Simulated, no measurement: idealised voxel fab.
process module | voxel transistor to metal
cross-section cut | 215 nm wide | cells 5 nm
A cross-section is a grid of square cells, given in bands from the top down. A band is one or more rows of cells.
Each band's line starts with the height of the band's top and of its bottom, in nm. Then come its materials from left to right, each with its width in nm. One material with "throughout" fills the band from edge to edge. "air" is empty space.
Height 0 is the level under which the wafer as received is all one material. The lowest band goes on downwards, as in "0 down".
A width such as "30 to 40" changes by the same amount from each row of cells to the next, from the band's top row to its bottom row.
"no change" after a step means that no cell of the cross-section changed.
closed voids: empty space of 8 cells or more with no open way to the top, each as width x height at its distance from the left edge, in nm
after a step's settings: what the simulator itself notes on the step
overlay nm, on a step with a mask: how far to the right of its planned place the mask lay; to the left if negative
plan
1 op RECEIVE | material Si
2 op CONFORMAL_DEP | material SiO2 | thk nm 5
3 op CONFORMAL_DEP | material SiN | thk nm 15
4 op PATTERN | tone cover | mask id ACTIVE | material resist | width nm 110 | thk nm 15 | overlay nm 0
5 op DIRECTIONAL_ETCH | etch materials SiN | depth nm 15
6 op DIRECTIONAL_ETCH | etch materials SiO2 | depth nm 5
7 op DIRECTIONAL_ETCH | etch materials Si | depth nm 20
8 op STRIP | etch materials resist
9 op OXIDIZE | depth nm 5
10 op FILL_DEP | material SiO2 | thk nm 15
11 op CMP | height nm 20
12 op SELECTIVE_ETCH | etch materials SiO2 | depth nm 10
13 op STRIP | etch materials SiN
14 op SELECTIVE_ETCH | etch materials SiO2 | depth nm 5
15 op OXIDIZE | depth nm 5
16 op DIRECTIONAL_DEP | material polySi | thk nm 25
17 op DIRECTIONAL_DEP | material SiCN | thk nm 10
18 op MASKED_ETCH | tone cover | mask id GATE | width nm 20 | etch materials SiCN | depth nm 20 | overlay nm 0
19 op MASKED_ETCH | tone cover | mask id GATE | width nm 20 | etch materials polySi | depth nm 35 | overlay nm 0
20 op CONFORMAL_DEP | material SiO2 | thk nm 5
21 op DIRECTIONAL_ETCH | etch materials SiO2 | depth nm 5
22 op CONFORMAL_DEP | material SiN | thk nm 5
23 op DIRECTIONAL_ETCH | etch materials SiN | depth nm 5
24 op DIRECTIONAL_ETCH | etch materials SiO2 | depth nm 5
25 op DIRECTIONAL_ETCH | etch materials Si | depth nm 10
26 op EPI | material SiGe | thk nm 15
27 op FILL_DEP | material SiO2 | thk nm 5
28 op CMP | height nm 35
29 op DIRECTIONAL_DEP | material SiO2 | thk nm 15
30 op DIRECTIONAL_DEP | material aC | thk nm 10
31 op PATTERN | tone open | mask id CONTACT | material resist | width nm 20 | pitch nm 70 | thk nm 30 | overlay nm 0
32 op DIRECTIONAL_ETCH | etch materials aC | depth nm 10
33 op STRIP | etch materials resist
34 op DIRECTIONAL_ETCH | etch materials SiO2 | depth nm 50
35 op STRIP | etch materials aC
36 op CONFORMAL_DEP | material TiN | thk nm 5
37 op FILL_DEP | material W | thk nm 10
38 op CMP | height nm 50
39 op DIRECTIONAL_DEP | material TiN | thk nm 5
40 op DIRECTIONAL_DEP | material Ru | thk nm 25
41 op DIRECTIONAL_DEP | material aC | thk nm 15
42 op PATTERN | tone cover | mask id METAL_1 | material resist | width nm 20 | pitch nm 70 | thk nm 35 | overlay nm 0
43 op DIRECTIONAL_ETCH | etch materials aC | depth nm 15
44 op STRIP | etch materials resist
45 op DIRECTIONAL_ETCH | etch materials Ru | depth nm 25
46 op DIRECTIONAL_ETCH | etch materials TiN | depth nm 5
47 op STRIP | etch materials aC
48 op FILL_DEP | material lowk | thk nm 10
49 op CMP | height nm 80
50 op CONFORMAL_DEP | material SiCN | thk nm 5
first wafer, as planned
as received, after step 1
  0 down: Si throughout
  closed voids: none
after step 2
  5 to 0: SiO2 throughout
  below 0: unchanged
after step 3
  20 to 5: SiN throughout
  below 5: unchanged
after step 4
  35 to 20: air 50 | resist 110 | air 55
  below 20: unchanged
after step 5
  35 to 20: air 50 | resist 110 | air 55
  20 to 5: air 50 | SiN 110 | air 55
  below 5: unchanged
after step 6
  35 to 20: air 50 | resist 110 | air 55
  20 to 5: air 50 | SiN 110 | air 55
  5 to 0: air 50 | SiO2 110 | air 55
  below 0: unchanged
after step 7
  35 to 20: air 50 | resist 110 | air 55
  20 to 5: air 50 | SiN 110 | air 55
  5 to 0: air 50 | SiO2 110 | air 55
  0 to -20: air 50 | Si 110 | air 55
  below -20: unchanged
after step 8
  20 to 5: air 50 | SiN 110 | air 55
  below 5: unchanged
after step 9
  20 to 5: air 50 | SiN 110 | air 55
  5 to 0: air 50 | SiO2 110 | air 55
  0 to -20: air 50 | SiO2 5 | Si 100 | SiO2 5 | air 55
  -20 to -25: SiO2 55 | Si 100 | SiO2 60
  below -25: unchanged
after step 10
  35 to 20: SiO2 throughout
  20 to 5: SiO2 50 | SiN 110 | SiO2 55
  5 to 0: SiO2 throughout
  0 to -25: SiO2 55 | Si 100 | SiO2 60
  below -25: unchanged
after step 11
  20 to 5: SiO2 50 | SiN 110 | SiO2 55
  below 5: unchanged
after step 12
  20 to 10: air 50 | SiN 110 | air 55
  below 10: unchanged
after step 13
  10 to 5: SiO2 50 | air 110 | SiO2 55
  below 5: unchanged
after step 14
  5 to 0: SiO2 45 | air 120 | SiO2 50
  below 0: unchanged
after step 15
  5 to 0: SiO2 45 | air 120 | SiO2 50
  0 to -5: SiO2 throughout
  below -5: unchanged
after step 16
  30 to 25: polySi 45 | air 120 | polySi 50
  25 to 5: polySi throughout
  5 to 0: SiO2 45 | polySi 120 | SiO2 50
  below 0: unchanged
after step 17
  40 to 35: SiCN 45 | air 120 | SiCN 50
  35 to 30: SiCN throughout
  30 to 25: polySi 45 | SiCN 120 | polySi 50
  below 25: unchanged
after step 18
  35 to 30: air 95 | SiCN 20 | air 100
  30 to 25: polySi 45 | air 50 | SiCN 20 | air 50 | polySi 50
  below 25: unchanged
after step 19
  35 to 25: air 95 | SiCN 20 | air 100
  25 to 5: air 95 | polySi 20 | air 100
  5 to 0: SiO2 45 | air 50 | polySi 20 | air 50 | SiO2 50
  below 0: unchanged
after step 20
  40 to 35: air 90 | SiO2 30 | air 95
  35 to 25: air 90 | SiO2 5 | SiCN 20 | SiO2 5 | air 95
  25 to 10: air 90 | SiO2 5 | polySi 20 | SiO2 5 | air 95
  10 to 5: SiO2 50 | air 40 | SiO2 5 | polySi 20 | SiO2 5 | air 40 | SiO2 55
  5 to 0: SiO2 95 | polySi 20 | SiO2 100
  below 0: unchanged
after step 21
  35 to 25: air 90 | SiO2 5 | SiCN 20 | SiO2 5 | air 95
  25 to 5: air 90 | SiO2 5 | polySi 20 | SiO2 5 | air 95
  5 to 0: SiO2 50 | air 40 | SiO2 5 | polySi 20 | SiO2 5 | air 40 | SiO2 55
  below 0: unchanged
after step 22
  40 to 35: air 85 | SiN 40 | air 90
  35 to 25: air 85 | SiN 5 | SiO2 5 | SiCN 20 | SiO2 5 | SiN 5 | air 90
  25 to 10: air 85 | SiN 5 | SiO2 5 | polySi 20 | SiO2 5 | SiN 5 | air 90
  10 to 5: SiN 55 | air 30 | SiN 5 | SiO2 5 | polySi 20 | SiO2 5 | SiN 5 | air 30 | SiN 60
  5 to 0: SiO2 50 | SiN 40 | SiO2 5 | polySi 20 | SiO2 5 | SiN 40 | SiO2 55
  below 0: unchanged
after step 23
  35 to 25: air 85 | SiN 5 | SiO2 5 | SiCN 20 | SiO2 5 | SiN 5 | air 90
  25 to 5: air 85 | SiN 5 | SiO2 5 | polySi 20 | SiO2 5 | SiN 5 | air 90
  5 to 0: SiO2 50 | SiN 5 | air 30 | SiN 5 | SiO2 5 | polySi 20 | SiO2 5 | SiN 5 | air 30 | SiN 5 | SiO2 55
  below 0: unchanged
after step 24
  35 to 30: air 85 | SiN 5 | air 5 | SiCN 20 | air 5 | SiN 5 | air 90
  30 to 25: air 85 | SiN 5 | SiO2 5 | SiCN 20 | SiO2 5 | SiN 5 | air 90
  25 to 5: air 85 | SiN 5 | SiO2 5 | polySi 20 | SiO2 5 | SiN 5 | air 90
  5 to 0: air 50 | SiN 5 | air 30 | SiN 5 | SiO2 5 | polySi 20 | SiO2 5 | SiN 5 | air 30 | SiN 5 | air 55
  0 to -5: SiO2 55 | air 30 | SiO2 40 | air 30 | SiO2 60
  below -5: unchanged
after step 25
  35 to 30: air 85 | SiN 5 | air 5 | SiCN 20 | air 5 | SiN 5 | air 90
  30 to 25: air 85 | SiN 5 | SiO2 5 | SiCN 20 | SiO2 5 | SiN 5 | air 90
  25 to 5: air 85 | SiN 5 | SiO2 5 | polySi 20 | SiO2 5 | SiN 5 | air 90
  5 to 0: air 50 | SiN 5 | air 30 | SiN 5 | SiO2 5 | polySi 20 | SiO2 5 | SiN 5 | air 30 | SiN 5 | air 55
  0 to -5: SiO2 55 | air 30 | SiO2 40 | air 30 | SiO2 60
  -5 to -15: SiO2 55 | air 30 | Si 40 | air 30 | SiO2 60
  below -15: unchanged
after step 26
  35 to 30: air 85 | SiN 5 | air 5 | SiCN 20 | air 5 | SiN 5 | air 90
  30 to 25: air 85 | SiN 5 | SiO2 5 | SiCN 20 | SiO2 5 | SiN 5 | air 90
  25 to 10: air 85 | SiN 5 | SiO2 5 | polySi 20 | SiO2 5 | SiN 5 | air 90
  10 to 5: air 70 | SiGe 15 | SiN 5 | SiO2 5 | polySi 20 | SiO2 5 | SiN 5 | SiGe 15 | air 75
  5 to 0: air 50 | SiN 5 | air 15 | SiGe 15 | SiN 5 | SiO2 5 | polySi 20 | SiO2 5 | SiN 5 | SiGe 15 | air 15 | SiN 5 | air 55
  0 to -5: SiO2 55 | SiGe 30 | SiO2 40 | SiGe 30 | SiO2 60
  -5 to -15: SiO2 55 | SiGe 30 | Si 40 | SiGe 30 | SiO2 60
  below -15: unchanged
after step 27
  40 to 35: SiO2 throughout
  35 to 25: SiO2 85 | SiN 5 | SiO2 5 | SiCN 20 | SiO2 5 | SiN 5 | SiO2 90
  25 to 10: SiO2 85 | SiN 5 | SiO2 5 | polySi 20 | SiO2 5 | SiN 5 | SiO2 90
  10 to 5: SiO2 70 | SiGe 15 | SiN 5 | SiO2 5 | polySi 20 | SiO2 5 | SiN 5 | SiGe 15 | SiO2 75
  5 to 0: SiO2 50 | SiN 5 | SiO2 15 | SiGe 15 | SiN 5 | SiO2 5 | polySi 20 | SiO2 5 | SiN 5 | SiGe 15 | SiO2 15 | SiN 5 | SiO2 55
  below 0: unchanged
after step 28
  35 to 25: SiO2 85 | SiN 5 | SiO2 5 | SiCN 20 | SiO2 5 | SiN 5 | SiO2 90
  below 25: unchanged
after step 29
  50 to 35: SiO2 throughout
  below 35: unchanged
after step 30
  60 to 50: aC throughout
  below 50: unchanged
after step 31
  90 to 60: resist 60 | air 20 | resist 50 | air 20 | resist 65
  below 60: unchanged
after step 32
  80 to 60: resist 60 | air 20 | resist 50 | air 20 | resist 65
  60 to 50: aC 60 | air 20 | aC 50 | air 20 | aC 65
  below 50: unchanged
after step 33
  60 to 50: aC 60 | air 20 | aC 50 | air 20 | aC 65
  below 50: unchanged
after step 34
  60 to 50: aC 60 | air 20 | aC 50 | air 20 | aC 65
  50 to 35: SiO2 60 | air 20 | SiO2 50 | air 20 | SiO2 65
  35 to 25: SiO2 60 | air 20 | SiO2 5 | SiN 5 | SiO2 5 | SiCN 20 | SiO2 5 | SiN 5 | SiO2 5 | air 20 | SiO2 65
  25 to 10: SiO2 60 | air 20 | SiO2 5 | SiN 5 | SiO2 5 | polySi 20 | SiO2 5 | SiN 5 | SiO2 5 | air 20 | SiO2 65
  10 to 5: SiO2 60 | air 10 | SiGe 15 | SiN 5 | SiO2 5 | polySi 20 | SiO2 5 | SiN 5 | SiGe 15 | air 10 | SiO2 65
  5 to 0: SiO2 50 | SiN 5 | SiO2 5 | air 10 | SiGe 15 | SiN 5 | SiO2 5 | polySi 20 | SiO2 5 | SiN 5 | SiGe 15 | air 10 | SiO2 5 | SiN 5 | SiO2 55
  below 0: unchanged
after step 35
  50 to 35: SiO2 60 | air 20 | SiO2 50 | air 20 | SiO2 65
  below 35: unchanged
after step 36
  55 to 50: TiN 65 | air 10 | TiN 60 | air 10 | TiN 70
  50 to 35: SiO2 60 | TiN 5 | air 10 | TiN 5 | SiO2 50 | TiN 5 | air 10 | TiN 5 | SiO2 65
  35 to 25: SiO2 60 | TiN 5 | air 10 | TiN 5 | SiO2 5 | SiN 5 | SiO2 5 | SiCN 20 | SiO2 5 | SiN 5 | SiO2 5 | TiN 5 | air 10 | TiN 5 | SiO2 65
  25 to 15: SiO2 60 | TiN 5 | air 10 | TiN 5 | SiO2 5 | SiN 5 | SiO2 5 | polySi 20 | SiO2 5 | SiN 5 | SiO2 5 | TiN 5 | air 10 | TiN 5 | SiO2 65
  15 to 10: SiO2 60 | TiN 20 | SiO2 5 | SiN 5 | SiO2 5 | polySi 20 | SiO2 5 | SiN 5 | SiO2 5 | TiN 20 | SiO2 65
  10 to 5: SiO2 60 | TiN 10 | SiGe 15 | SiN 5 | SiO2 5 | polySi 20 | SiO2 5 | SiN 5 | SiGe 15 | TiN 10 | SiO2 65
  5 to 0: SiO2 50 | SiN 5 | SiO2 5 | TiN 10 | SiGe 15 | SiN 5 | SiO2 5 | polySi 20 | SiO2 5 | SiN 5 | SiGe 15 | TiN 10 | SiO2 5 | SiN 5 | SiO2 55
  below 0: unchanged
after step 37
  65 to 55: W throughout
  55 to 50: TiN 65 | W 10 | TiN 60 | W 10 | TiN 70
  50 to 35: SiO2 60 | TiN 5 | W 10 | TiN 5 | SiO2 50 | TiN 5 | W 10 | TiN 5 | SiO2 65
  35 to 25: SiO2 60 | TiN 5 | W 10 | TiN 5 | SiO2 5 | SiN 5 | SiO2 5 | SiCN 20 | SiO2 5 | SiN 5 | SiO2 5 | TiN 5 | W 10 | TiN 5 | SiO2 65
  25 to 15: SiO2 60 | TiN 5 | W 10 | TiN 5 | SiO2 5 | SiN 5 | SiO2 5 | polySi 20 | SiO2 5 | SiN 5 | SiO2 5 | TiN 5 | W 10 | TiN 5 | SiO2 65
  below 15: unchanged
after step 38
  50 to 35: SiO2 60 | TiN 5 | W 10 | TiN 5 | SiO2 50 | TiN 5 | W 10 | TiN 5 | SiO2 65
  below 35: unchanged
after step 39
  55 to 50: TiN throughout
  below 50: unchanged
after step 40
  80 to 55: Ru throughout
  below 55: unchanged
after step 41
  95 to 80: aC throughout
  below 80: unchanged
after step 42
  130 to 95: air 60 | resist 20 | air 50 | resist 20 | air 65
  below 95: unchanged
after step 43
  115 to 95: air 60 | resist 20 | air 50 | resist 20 | air 65
  95 to 80: air 60 | aC 20 | air 50 | aC 20 | air 65
  below 80: unchanged
after step 44
  95 to 80: air 60 | aC 20 | air 50 | aC 20 | air 65
  below 80: unchanged
after step 45
  95 to 80: air 60 | aC 20 | air 50 | aC 20 | air 65
  80 to 55: air 60 | Ru 20 | air 50 | Ru 20 | air 65
  below 55: unchanged
after step 46
  95 to 80: air 60 | aC 20 | air 50 | aC 20 | air 65
  80 to 55: air 60 | Ru 20 | air 50 | Ru 20 | air 65
  55 to 50: air 60 | TiN 20 | air 50 | TiN 20 | air 65
  below 50: unchanged
after step 47
  80 to 55: air 60 | Ru 20 | air 50 | Ru 20 | air 65
  below 55: unchanged
after step 48
  90 to 80: lowk throughout
  80 to 55: lowk 60 | Ru 20 | lowk 50 | Ru 20 | lowk 65
  55 to 50: lowk 60 | TiN 20 | lowk 50 | TiN 20 | lowk 65
  below 50: unchanged
after step 49
  80 to 55: lowk 60 | Ru 20 | lowk 50 | Ru 20 | lowk 65
  below 55: unchanged
after step 50
  85 to 80: SiCN throughout
  below 80: unchanged
second wafer: like start, like plan, one mistake. Through step 17 it matches the first wafer
when step 18 should have ended
  35 to 30: air 90 | SiCN 20 | air 105
  30 to 25: polySi 45 | air 45 | SiCN 20 | air 55 | polySi 50
  below 25: unchanged
when step 19 should have ended
  35 to 25: air 90 | SiCN 20 | air 105
  25 to 5: air 90 | polySi 25 | air 100
  5 to 0: SiO2 45 | air 45 | polySi 25 | air 50 | SiO2 50
  below 0: unchanged
when step 20 should have ended
  40 to 35: air 85 | SiO2 30 | air 100
  35 to 25: air 85 | SiO2 5 | SiCN 20 | SiO2 5 to 10 | air 100 to 95
  25 to 10: air 85 | SiO2 5 | polySi 25 | SiO2 5 | air 95
  10 to 5: SiO2 50 | air 35 | SiO2 5 | polySi 25 | SiO2 5 | air 40 | SiO2 55
  5 to 0: SiO2 90 | polySi 25 | SiO2 100
  below 0: unchanged
when step 21 should have ended
  35 to 25: air 85 | SiO2 5 | SiCN 20 | SiO2 5 | air 100
  25 to 5: air 85 | SiO2 5 | polySi 25 | SiO2 5 | air 95
  5 to 0: SiO2 50 | air 35 | SiO2 5 | polySi 25 | SiO2 5 | air 40 | SiO2 55
  below 0: unchanged
when step 22 should have ended
  40 to 35: air 80 | SiN 40 | air 95
  35 to 25: air 80 | SiN 5 | SiO2 5 | SiCN 20 | SiO2 5 | SiN 5 to 10 | air 95 to 90
  25 to 10: air 80 | SiN 5 | SiO2 5 | polySi 25 | SiO2 5 | SiN 5 | air 90
  10 to 5: SiN 55 | air 25 | SiN 5 | SiO2 5 | polySi 25 | SiO2 5 | SiN 5 | air 30 | SiN 60
  5 to 0: SiO2 50 | SiN 35 | SiO2 5 | polySi 25 | SiO2 5 | SiN 40 | SiO2 55
  below 0: unchanged
when step 23 should have ended
  35 to 25: air 80 | SiN 5 | SiO2 5 | SiCN 20 | SiO2 5 | SiN 5 | air 95
  25 to 5: air 80 | SiN 5 | SiO2 5 | polySi 25 | SiO2 5 | SiN 5 | air 90
  5 to 0: SiO2 50 | SiN 5 | air 25 | SiN 5 | SiO2 5 | polySi 25 | SiO2 5 | SiN 5 | air 30 | SiN 5 | SiO2 55
  below 0: unchanged
when step 24 should have ended
  35 to 30: air 80 | SiN 5 | air 5 | SiCN 20 | air 5 | SiN 5 | air 95
  30 to 25: air 80 | SiN 5 | SiO2 5 | SiCN 20 | SiO2 5 | SiN 5 | air 95
  25 to 5: air 80 | SiN 5 | SiO2 5 | polySi 25 | SiO2 5 | SiN 5 | air 90
  5 to 0: air 50 | SiN 5 | air 25 | SiN 5 | SiO2 5 | polySi 25 | SiO2 5 | SiN 5 | air 30 | SiN 5 | air 55
  0 to -5: SiO2 55 | air 25 | SiO2 45 | air 30 | SiO2 60
  below -5: unchanged
when step 25 should have ended
  35 to 30: air 80 | SiN 5 | air 5 | SiCN 20 | air 5 | SiN 5 | air 95
  30 to 25: air 80 | SiN 5 | SiO2 5 | SiCN 20 | SiO2 5 | SiN 5 | air 95
  25 to 5: air 80 | SiN 5 | SiO2 5 | polySi 25 | SiO2 5 | SiN 5 | air 90
  5 to 0: air 50 | SiN 5 | air 25 | SiN 5 | SiO2 5 | polySi 25 | SiO2 5 | SiN 5 | air 30 | SiN 5 | air 55
  0 to -5: SiO2 55 | air 25 | SiO2 45 | air 30 | SiO2 60
  -5 to -15: SiO2 55 | air 25 | Si 45 | air 30 | SiO2 60
  below -15: unchanged
when step 26 should have ended
  35 to 30: air 80 | SiN 5 | air 5 | SiCN 20 | air 5 | SiN 5 | air 95
  30 to 25: air 80 | SiN 5 | SiO2 5 | SiCN 20 | SiO2 5 | SiN 5 | air 95
  25 to 10: air 80 | SiN 5 | SiO2 5 | polySi 25 | SiO2 5 | SiN 5 | air 90
  10 to 5: air 65 | SiGe 15 | SiN 5 | SiO2 5 | polySi 25 | SiO2 5 | SiN 5 | SiGe 15 | air 75
  5 to 0: air 50 | SiN 5 | air 10 | SiGe 15 | SiN 5 | SiO2 5 | polySi 25 | SiO2 5 | SiN 5 | SiGe 15 | air 15 | SiN 5 | air 55
  0 to -5: SiO2 55 | SiGe 25 | SiO2 45 | SiGe 30 | SiO2 60
  -5 to -15: SiO2 55 | SiGe 25 | Si 45 | SiGe 30 | SiO2 60
  below -15: unchanged
when step 27 should have ended
  40 to 35: SiO2 throughout
  35 to 25: SiO2 80 | SiN 5 | SiO2 5 | SiCN 20 | SiO2 5 | SiN 5 | SiO2 95
  25 to 10: SiO2 80 | SiN 5 | SiO2 5 | polySi 25 | SiO2 5 | SiN 5 | SiO2 90
  10 to 5: SiO2 65 | SiGe 15 | SiN 5 | SiO2 5 | polySi 25 | SiO2 5 | SiN 5 | SiGe 15 | SiO2 75
  5 to 0: SiO2 50 | SiN 5 | SiO2 10 | SiGe 15 | SiN 5 | SiO2 5 | polySi 25 | SiO2 5 | SiN 5 | SiGe 15 | SiO2 15 | SiN 5 | SiO2 55
  below 0: unchanged
when step 28 should have ended
  35 to 25: SiO2 80 | SiN 5 | SiO2 5 | SiCN 20 | SiO2 5 | SiN 5 | SiO2 95
  below 25: unchanged
when step 29 should have ended
  50 to 35: SiO2 throughout
  below 35: unchanged
when step 30 should have ended
  60 to 50: aC throughout
  below 50: unchanged
when step 31 should have ended
  90 to 60: resist 60 | air 20 | resist 50 | air 20 | resist 65
  below 60: unchanged
when step 32 should have ended
  80 to 60: resist 60 | air 20 | resist 50 | air 20 | resist 65
  60 to 50: aC 60 | air 20 | aC 50 | air 20 | aC 65
  below 50: unchanged
when step 33 should have ended
  60 to 50: aC 60 | air 20 | aC 50 | air 20 | aC 65
  below 50: unchanged
when step 34 should have ended
  60 to 50: aC 60 | air 20 | aC 50 | air 20 | aC 65
  50 to 35: SiO2 60 | air 20 | SiO2 50 | air 20 | SiO2 65
  35 to 25: SiO2 60 | air 20 | SiN 5 | SiO2 5 | SiCN 20 | SiO2 5 | SiN 5 | SiO2 10 | air 20 | SiO2 65
  25 to 10: SiO2 60 | air 20 | SiN 5 | SiO2 5 | polySi 25 | SiO2 5 | SiN 5 | SiO2 5 | air 20 | SiO2 65
  10 to 5: SiO2 60 | air 5 | SiGe 15 | SiN 5 | SiO2 5 | polySi 25 | SiO2 5 | SiN 5 | SiGe 15 | air 10 | SiO2 65
  5 to 0: SiO2 50 | SiN 5 | SiO2 5 | air 5 | SiGe 15 | SiN 5 | SiO2 5 | polySi 25 | SiO2 5 | SiN 5 | SiGe 15 | air 10 | SiO2 5 | SiN 5 | SiO2 55
  below 0: unchanged
when step 35 should have ended
  50 to 35: SiO2 60 | air 20 | SiO2 50 | air 20 | SiO2 65
  below 35: unchanged
when step 36 should have ended
  55 to 50: TiN 65 | air 10 | TiN 60 | air 10 | TiN 70
  50 to 35: SiO2 60 | TiN 5 | air 10 | TiN 5 | SiO2 50 | TiN 5 | air 10 | TiN 5 | SiO2 65
  35 to 25: SiO2 60 | TiN 5 | air 10 | TiN 5 | SiN 5 | SiO2 5 | SiCN 20 | SiO2 5 | SiN 5 | SiO2 10 | TiN 5 | air 10 | TiN 5 | SiO2 65
  25 to 15: SiO2 60 | TiN 5 | air 10 | TiN 5 | SiN 5 | SiO2 5 | polySi 25 | SiO2 5 | SiN 5 | SiO2 5 | TiN 5 | air 10 | TiN 5 | SiO2 65
  15 to 10: SiO2 60 | TiN 20 | SiN 5 | SiO2 5 | polySi 25 | SiO2 5 | SiN 5 | SiO2 5 | TiN 20 | SiO2 65
  10 to 5: SiO2 60 | TiN 5 | SiGe 15 | SiN 5 | SiO2 5 | polySi 25 | SiO2 5 | SiN 5 | SiGe 15 | TiN 10 | SiO2 65
  5 to 0: SiO2 50 | SiN 5 | SiO2 5 | TiN 5 | SiGe 15 | SiN 5 | SiO2 5 | polySi 25 | SiO2 5 | SiN 5 | SiGe 15 | TiN 10 | SiO2 5 | SiN 5 | SiO2 55
  below 0: unchanged
when step 37 should have ended
  65 to 55: W throughout
  55 to 50: TiN 65 | W 10 | TiN 60 | W 10 | TiN 70
  50 to 35: SiO2 60 | TiN 5 | W 10 | TiN 5 | SiO2 50 | TiN 5 | W 10 | TiN 5 | SiO2 65
  35 to 25: SiO2 60 | TiN 5 | W 10 | TiN 5 | SiN 5 | SiO2 5 | SiCN 20 | SiO2 5 | SiN 5 | SiO2 10 | TiN 5 | W 10 | TiN 5 | SiO2 65
  25 to 15: SiO2 60 | TiN 5 | W 10 | TiN 5 | SiN 5 | SiO2 5 | polySi 25 | SiO2 5 | SiN 5 | SiO2 5 | TiN 5 | W 10 | TiN 5 | SiO2 65
  below 15: unchanged
when step 38 should have ended
  50 to 35: SiO2 60 | TiN 5 | W 10 | TiN 5 | SiO2 50 | TiN 5 | W 10 | TiN 5 | SiO2 65
  below 35: unchanged
when step 39 should have ended
  55 to 50: TiN throughout
  below 50: unchanged
when step 40 should have ended
  80 to 55: Ru throughout
  below 55: unchanged
when step 41 should have ended
  95 to 80: aC throughout
  below 80: unchanged
when step 42 should have ended
  130 to 95: air 60 | resist 20 | air 50 | resist 20 | air 65
  below 95: unchanged
when step 43 should have ended
  115 to 95: air 60 | resist 20 | air 50 | resist 20 | air 65
  95 to 80: air 60 | aC 20 | air 50 | aC 20 | air 65
  below 80: unchanged
when step 44 should have ended
  95 to 80: air 60 | aC 20 | air 50 | aC 20 | air 65
  below 80: unchanged
when step 45 should have ended
  95 to 80: air 60 | aC 20 | air 50 | aC 20 | air 65
  80 to 55: air 60 | Ru 20 | air 50 | Ru 20 | air 65
  below 55: unchanged
when step 46 should have ended
  95 to 80: air 60 | aC 20 | air 50 | aC 20 | air 65
  80 to 55: air 60 | Ru 20 | air 50 | Ru 20 | air 65
  55 to 50: air 60 | TiN 20 | air 50 | TiN 20 | air 65
  below 50: unchanged
when step 47 should have ended
  80 to 55: air 60 | Ru 20 | air 50 | Ru 20 | air 65
  below 55: unchanged
when step 48 should have ended
  90 to 80: lowk throughout
  80 to 55: lowk 60 | Ru 20 | lowk 50 | Ru 20 | lowk 65
  55 to 50: lowk 60 | TiN 20 | lowk 50 | TiN 20 | lowk 65
  below 50: unchanged
when step 49 should have ended
  80 to 55: lowk 60 | Ru 20 | lowk 50 | Ru 20 | lowk 65
  below 55: unchanged
when step 50 should have ended
  85 to 80: SiCN throughout
  below 80: unchanged
what went wrong: step 18 ran as: op MASKED_ETCH | tone cover | mask id GATE | width nm 20 | etch materials SiCN | depth nm 20 | overlay nm -5
at the end the second wafer has, in cells: 2 more of Si | 3 fewer of SiGe | 2 fewer of SiO2 | 2 fewer of TiN | 5 more of polySi
